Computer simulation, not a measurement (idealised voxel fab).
process module | voxel plated lines
cross-section cut | 180 nm wide | cells 5 nm
A cross-section is a grid of square cells, given in bands from the top down. A band is one or more rows of cells.
Each band's line starts with the height of the band's top and of its bottom, in nm. Then come its materials from left to right, each with its width in nm. One material with "throughout" fills the band from edge to edge. "air" is empty space.
Height 0 is the level under which the wafer as received is all one material. The lowest band goes on downwards, as in "0 down".
A width such as "30 to 40" changes by the same amount from each row of cells to the next, from the band's top row to its bottom row.
"no change" after a step means that no cell of the cross-section changed.
closed voids: empty space of 8 cells or more with no open way to the top, each as width x height at its distance from the left edge, in nm
after a step's settings: what the simulator itself notes on the step
overlay nm, on a step with a mask: how far to the right of its planned place the mask lay; to the left if negative
Each pair below shows a cross-section before one step and the cross-section after it, down to the lowest band that changed. The line under each pair gives the step between them, with its settings. The pairs can come from different runs of this module on the same starting wafer, so a pair continues from the pair above only where its "before" says so.
before
  0 down: Si throughout
  closed voids: none
after
  15 to 0: Al2O3 throughout
  below 0: unchanged
  closed voids: none
the step between: op CONFORMAL_DEP | material Al2O3 | thk nm 15
before: the cross-section after the pair above
after
  20 to 15: TiN throughout
  below 15: unchanged
  closed voids: none
the step between: op DIRECTIONAL_DEP | material TiN | thk nm 5
before: the cross-section after the pair above
after
  45 to 20: resist 65 | air 15 | resist 20 | air 15 | resist 65
  below 20: unchanged
  closed voids: none
the step between: op PATTERN | tone open | mask id LINES | material resist | width nm 15 | pitch nm 35 | thk nm 25 | overlay nm 0
before: the cross-section after the pair above
after
  45 to 30: resist 65 | air 15 | resist 20 | air 15 | resist 65
  30 to 20: resist 65 | Ru 15 | resist 20 | Ru 15 | resist 65
  below 20: unchanged
  closed voids: none
the step between: op EPI | material Ru | thk nm 10
before: the cross-section after the pair above
after
  45 to 40: resist 65 | air 15 | resist 20 | air 15 | resist 65
  40 to 20: resist 65 | Ru 15 | resist 20 | Ru 15 | resist 65
  below 20: unchanged
  closed voids: none
the step between: op EPI | material Ru | thk nm 10
before: the cross-section after the pair above
after
  40 to 20: air 65 | Ru 15 | air 20 | Ru 15 | air 65
  below 20: unchanged
  closed voids: none
the step between: op STRIP | etch materials resist
before: the cross-section after the pair above
after
  40 to 20: air 65 | Ru 15 | air 20 | Ru 15 | air 65
  20 to 15: air 65 | TiN 15 | air 20 | TiN 15 | air 65
  below 15: unchanged
  closed voids: none
the step between: op DIRECTIONAL_ETCH | etch materials TiN | depth nm 5
before: the cross-section after the pair above
after
  50 to 40: air 55 | SiO2 70 | air 55
  40 to 25: air 55 | SiO2 10 | Ru 15 | SiO2 20 | Ru 15 | SiO2 10 | air 55
  25 to 20: SiO2 65 | Ru 15 | SiO2 20 | Ru 15 | SiO2 65
  20 to 15: SiO2 65 | TiN 15 | SiO2 20 | TiN 15 | SiO2 65
  below 15: unchanged
  closed voids: none
the step between: op CONFORMAL_DEP | material SiO2 | thk nm 10
before
  15 to 0: Al2O3 throughout
  0 down: Si throughout
  closed voids: none
after
  40 to 15: resist 65 | air 15 | resist 20 | air 15 | resist 65
  below 15: unchanged
  closed voids: none
the step between: op PATTERN | tone open | mask id LINES | material resist | width nm 15 | pitch nm 35 | thk nm 25 | overlay nm 0
before: the cross-section after the pair above
after
  15 to 0: Al2O3 throughout
  below 0: unchanged
  closed voids: none
the step between: op STRIP | etch materials resist
before: the cross-section after the pair above
after
  25 to 15: SiO2 throughout
  below 15: unchanged
  closed voids: none
the step between: op CONFORMAL_DEP | material SiO2 | thk nm 10
before
  45 to 40: resist 65 | air 15 | resist 20 | air 15 | resist 65
  40 to 20: resist 65 | Ru 15 | resist 20 | Ru 15 | resist 65
  20 to 15: TiN throughout
  15 to 0: Al2O3 throughout
  0 down: Si throughout
  closed voids: none
after
  50 to 45: air 60 | Ru 25 | air 10 | Ru 25 | air 60
  45 to 20: resist 65 | Ru 15 | resist 20 | Ru 15 | resist 65
  below 20: unchanged
  closed voids: none
the step between: op EPI | material Ru | thk nm 10
before: the cross-section after the pair above
after
  50 to 45: air 60 | Ru 25 | air 10 | Ru 25 | air 60
  45 to 20: air 65 | Ru 15 | air 20 | Ru 15 | air 65
  below 20: unchanged
  closed voids: none
the step between: op STRIP | etch materials resist
before: the cross-section after the pair above
after
  50 to 45: air 60 | Ru 25 | air 10 | Ru 25 | air 60
  45 to 20: air 65 | Ru 15 | air 20 | Ru 15 | air 65
  20 to 15: air 60 | TiN 25 | air 10 | TiN 25 | air 60
  below 15: unchanged
  closed voids: none
the step between: op DIRECTIONAL_ETCH | etch materials TiN | depth nm 5
before: the cross-section after the pair above
after
  60 to 50: air 50 | SiO2 80 | air 50
  50 to 40: air 50 | SiO2 10 to 15 | Ru 25 to 15 | SiO2 10 to 20 | Ru 25 to 15 | SiO2 10 to 15 | air 50
  40 to 30: air 50 to 55 | SiO2 15 to 10 | Ru 15 | SiO2 5 | air 10 | SiO2 5 | Ru 15 | SiO2 15 to 10 | air 50 to 55
  30 to 25: air 50 | SiO2 15 | Ru 15 | SiO2 5 | air 10 | SiO2 5 | Ru 15 | SiO2 15 | air 50
  25 to 20: SiO2 65 | Ru 15 | SiO2 20 | Ru 15 | SiO2 65
  20 to 15: SiO2 60 | TiN 25 | SiO2 10 | TiN 25 | SiO2 60
  below 15: unchanged
  closed voids: none
the step between: op CONFORMAL_DEP | material SiO2 | thk nm 10
before
  0 down: Si throughout
  closed voids: none
after
  5 to 0: TiN throughout
  below 0: unchanged
  closed voids: none
the step between: op DIRECTIONAL_DEP | material TiN | thk nm 5
before: the cross-section after the pair above
after
  20 to 5: Al2O3 throughout
  below 5: unchanged
  closed voids: none
the step between: op CONFORMAL_DEP | material Al2O3 | thk nm 15
before: the cross-section after the pair above
after
  45 to 20: resist 65 | air 15 | resist 20 | air 15 | resist 65
  below 20: unchanged
  closed voids: none
the step between: op PATTERN | tone open | mask id LINES | material resist | width nm 15 | pitch nm 35 | thk nm 25 | overlay nm 0
before: the cross-section after the pair above
after
  20 to 5: Al2O3 throughout
  below 5: unchanged
  closed voids: none
the step between: op STRIP | etch materials resist
before: the cross-section after the pair above
after
  30 to 20: SiO2 throughout
  below 20: unchanged
  closed voids: none
the step between: op CONFORMAL_DEP | material SiO2 | thk nm 10
before
  0 down: Si throughout
  closed voids: none
after
  25 to 0: Al2O3 throughout
  below 0: unchanged
  closed voids: none
the step between: op CONFORMAL_DEP | material Al2O3 | thk nm 25
before: the cross-section after the pair above
after
  30 to 25: TiN throughout
  below 25: unchanged
  closed voids: none
the step between: op DIRECTIONAL_DEP | material TiN | thk nm 5
before: the cross-section after the pair above
after
  55 to 30: resist 65 | air 15 | resist 20 | air 15 | resist 65
  below 30: unchanged
  closed voids: none
the step between: op PATTERN | tone open | mask id LINES | material resist | width nm 15 | pitch nm 35 | thk nm 25 | overlay nm 0
before: the cross-section after the pair above
after
  55 to 40: resist 65 | air 15 | resist 20 | air 15 | resist 65
  40 to 30: resist 65 | Ru 15 | resist 20 | Ru 15 | resist 65
  below 30: unchanged
  closed voids: none
the step between: op EPI | material Ru | thk nm 10
before: the cross-section after the pair above
after
  55 to 50: resist 65 | air 15 | resist 20 | air 15 | resist 65
  50 to 30: resist 65 | Ru 15 | resist 20 | Ru 15 | resist 65
  below 30: unchanged
  closed voids: none
the step between: op EPI | material Ru | thk nm 10
before: the cross-section after the pair above
after
  50 to 30: air 65 | Ru 15 | air 20 | Ru 15 | air 65
  below 30: unchanged
  closed voids: none
the step between: op STRIP | etch materials resist
before: the cross-section after the pair above
after
  50 to 30: air 65 | Ru 15 | air 20 | Ru 15 | air 65
  30 to 25: air 65 | TiN 15 | air 20 | TiN 15 | air 65
  below 25: unchanged
  closed voids: none
the step between: op DIRECTIONAL_ETCH | etch materials TiN | depth nm 5
before: the cross-section after the pair above
after
  60 to 50: air 55 | SiO2 70 | air 55
  50 to 35: air 55 | SiO2 10 | Ru 15 | SiO2 20 | Ru 15 | SiO2 10 | air 55
  35 to 30: SiO2 65 | Ru 15 | SiO2 20 | Ru 15 | SiO2 65
  30 to 25: SiO2 65 | TiN 15 | SiO2 20 | TiN 15 | SiO2 65
  below 25: unchanged
  closed voids: none
the step between: op CONFORMAL_DEP | material SiO2 | thk nm 10
before
  20 to 15: TiN throughout
  15 to 0: Al2O3 throughout
  0 down: Si throughout
  closed voids: none
after
  45 to 20: resist 65 | air 20 | resist 15 | air 20 | resist 60
  below 20: unchanged
  closed voids: none
the step between: op PATTERN | tone open | mask id LINES | material resist | width nm 20 | pitch nm 35 | thk nm 25 | overlay nm 0
before: the cross-section after the pair above
after
  45 to 30: resist 65 | air 20 | resist 15 | air 20 | resist 60
  30 to 20: resist 65 | Ru 20 | resist 15 | Ru 20 | resist 60
  below 20: unchanged
  closed voids: none
the step between: op EPI | material Ru | thk nm 10
before: the cross-section after the pair above
after
  45 to 40: resist 65 | air 20 | resist 15 | air 20 | resist 60
  40 to 20: resist 65 | Ru 20 | resist 15 | Ru 20 | resist 60
  below 20: unchanged
  closed voids: none
the step between: op EPI | material Ru | thk nm 10
before: the cross-section after the pair above
after
  40 to 20: air 65 | Ru 20 | air 15 | Ru 20 | air 60
  below 20: unchanged
  closed voids: none
the step between: op STRIP | etch materials resist
before: the cross-section after the pair above
after
  40 to 20: air 65 | Ru 20 | air 15 | Ru 20 | air 60
  20 to 15: air 65 | TiN 20 | air 15 | TiN 20 | air 60
  below 15: unchanged
  closed voids: none
the step between: op DIRECTIONAL_ETCH | etch materials TiN | depth nm 5
before: the cross-section after the pair above
after
  50 to 40: air 55 | SiO2 75 | air 50
  40 to 25: air 55 | SiO2 10 | Ru 20 | SiO2 15 | Ru 20 | SiO2 10 | air 50
  25 to 20: SiO2 65 | Ru 20 | SiO2 15 | Ru 20 | SiO2 60
  20 to 15: SiO2 65 | TiN 20 | SiO2 15 | TiN 20 | SiO2 60
  below 15: unchanged
  closed voids: none
the step between: op CONFORMAL_DEP | material SiO2 | thk nm 10
before
  20 to 15: TiN throughout
  15 to 0: Al2O3 throughout
  0 down: Si throughout
  closed voids: none
after
  45 to 20: resist 60 | air 15 | resist 20 | air 15 | resist 70
  below 20: unchanged
  closed voids: none
the step between: op PATTERN | tone open | mask id LINES | material resist | width nm 15 | pitch nm 35 | thk nm 25 | overlay nm -5
before: the cross-section after the pair above
after
  45 to 30: resist 60 | air 15 | resist 20 | air 15 | resist 70
  30 to 20: resist 60 | Ru 15 | resist 20 | Ru 15 | resist 70
  below 20: unchanged
  closed voids: none
the step between: op EPI | material Ru | thk nm 10
before: the cross-section after the pair above
after
  45 to 40: resist 60 | air 15 | resist 20 | air 15 | resist 70
  40 to 20: resist 60 | Ru 15 | resist 20 | Ru 15 | resist 70
  below 20: unchanged
  closed voids: none
the step between: op EPI | material Ru | thk nm 10
before: the cross-section after the pair above
after
  40 to 20: air 60 | Ru 15 | air 20 | Ru 15 | air 70
  below 20: unchanged
  closed voids: none
the step between: op STRIP | etch materials resist
before: the cross-section after the pair above
after
  40 to 20: air 60 | Ru 15 | air 20 | Ru 15 | air 70
  20 to 15: air 60 | TiN 15 | air 20 | TiN 15 | air 70
  below 15: unchanged
  closed voids: none
the step between: op DIRECTIONAL_ETCH | etch materials TiN | depth nm 5
before: the cross-section after the pair above
after
  50 to 40: air 50 | SiO2 70 | air 60
  40 to 25: air 50 | SiO2 10 | Ru 15 | SiO2 20 | Ru 15 | SiO2 10 | air 60
  25 to 20: SiO2 60 | Ru 15 | SiO2 20 | Ru 15 | SiO2 70
  20 to 15: SiO2 60 | TiN 15 | SiO2 20 | TiN 15 | SiO2 70
  below 15: unchanged
  closed voids: none
the step between: op CONFORMAL_DEP | material SiO2 | thk nm 10
before
  0 down: Si throughout
  closed voids: none
after
  15 to 0: TiN throughout
  below 0: unchanged
  closed voids: none
the step between: op CONFORMAL_DEP | material TiN | thk nm 15
before: the cross-section after the pair above
after
  20 to 0: TiN throughout
  below 0: unchanged
  closed voids: none
the step between: op DIRECTIONAL_DEP | material TiN | thk nm 5
before: the cross-section after the pair above
after
  45 to 20: resist 65 | air 15 | resist 20 | air 15 | resist 65
  below 20: unchanged
  closed voids: none
the step between: op PATTERN | tone open | mask id LINES | material resist | width nm 15 | pitch nm 35 | thk nm 25 | overlay nm 0
before: the cross-section after the pair above
after
  45 to 30: resist 65 | air 15 | resist 20 | air 15 | resist 65
  30 to 20: resist 65 | Ru 15 | resist 20 | Ru 15 | resist 65
  below 20: unchanged
  closed voids: none
the step between: op EPI | material Ru | thk nm 10
before: the cross-section after the pair above
after
  45 to 40: resist 65 | air 15 | resist 20 | air 15 | resist 65
  40 to 20: resist 65 | Ru 15 | resist 20 | Ru 15 | resist 65
  below 20: unchanged
  closed voids: none
the step between: op EPI | material Ru | thk nm 10
before: the cross-section after the pair above
after
  40 to 20: air 65 | Ru 15 | air 20 | Ru 15 | air 65
  below 20: unchanged
  closed voids: none
the step between: op STRIP | etch materials resist
before: the cross-section after the pair above
after
  40 to 20: air 65 | Ru 15 | air 20 | Ru 15 | air 65
  20 to 15: air 65 | TiN 15 | air 20 | TiN 15 | air 65
  below 15: unchanged
  closed voids: none
the step between: op DIRECTIONAL_ETCH | etch materials TiN | depth nm 5
before: the cross-section after the pair above
after
  50 to 40: air 55 | SiO2 70 | air 55
  40 to 25: air 55 | SiO2 10 | Ru 15 | SiO2 20 | Ru 15 | SiO2 10 | air 55
  25 to 20: SiO2 65 | Ru 15 | SiO2 20 | Ru 15 | SiO2 65
  20 to 15: SiO2 65 | TiN 15 | SiO2 20 | TiN 15 | SiO2 65
  below 15: unchanged
  closed voids: none
the step between: op CONFORMAL_DEP | material SiO2 | thk nm 10
before
  20 to 15: TiN throughout
  15 to 0: Al2O3 throughout
  0 down: Si throughout
  closed voids: none
after
  45 to 20: air 65 | resist 15 | air 20 | resist 15 | air 65
  below 20: unchanged
  closed voids: none
the step between: op PATTERN | tone cover | mask id LINES | material resist | width nm 15 | pitch nm 35 | thk nm 25 | overlay nm 0
before: the cross-section after the pair above
after
  45 to 30: air 65 | resist 15 | air 20 | resist 15 | air 65
  30 to 20: Ru 65 | resist 15 | Ru 20 | resist 15 | Ru 65
  below 20: unchanged
  closed voids: none
the step between: op EPI | material Ru | thk nm 10
before: the cross-section after the pair above
after
  45 to 40: air 65 | resist 15 | air 20 | resist 15 | air 65
  40 to 20: Ru 65 | resist 15 | Ru 20 | resist 15 | Ru 65
  below 20: unchanged
  closed voids: none
the step between: op EPI | material Ru | thk nm 10
before: the cross-section after the pair above
after
  40 to 20: Ru 65 | air 15 | Ru 20 | air 15 | Ru 65
  below 20: unchanged
  closed voids: none
the step between: op STRIP | etch materials resist
before: the cross-section after the pair above
after
  40 to 20: Ru 65 | air 15 | Ru 20 | air 15 | Ru 65
  20 to 15: TiN 65 | air 15 | TiN 20 | air 15 | TiN 65
  below 15: unchanged
  closed voids: none
the step between: op DIRECTIONAL_ETCH | etch materials TiN | depth nm 5
before: the cross-section after the pair above
after
  50 to 40: SiO2 throughout
  40 to 20: Ru 65 | SiO2 15 | Ru 20 | SiO2 15 | Ru 65
  20 to 15: TiN 65 | SiO2 15 | TiN 20 | SiO2 15 | TiN 65
  below 15: unchanged
  closed voids: none
the step between: op CONFORMAL_DEP | material SiO2 | thk nm 10
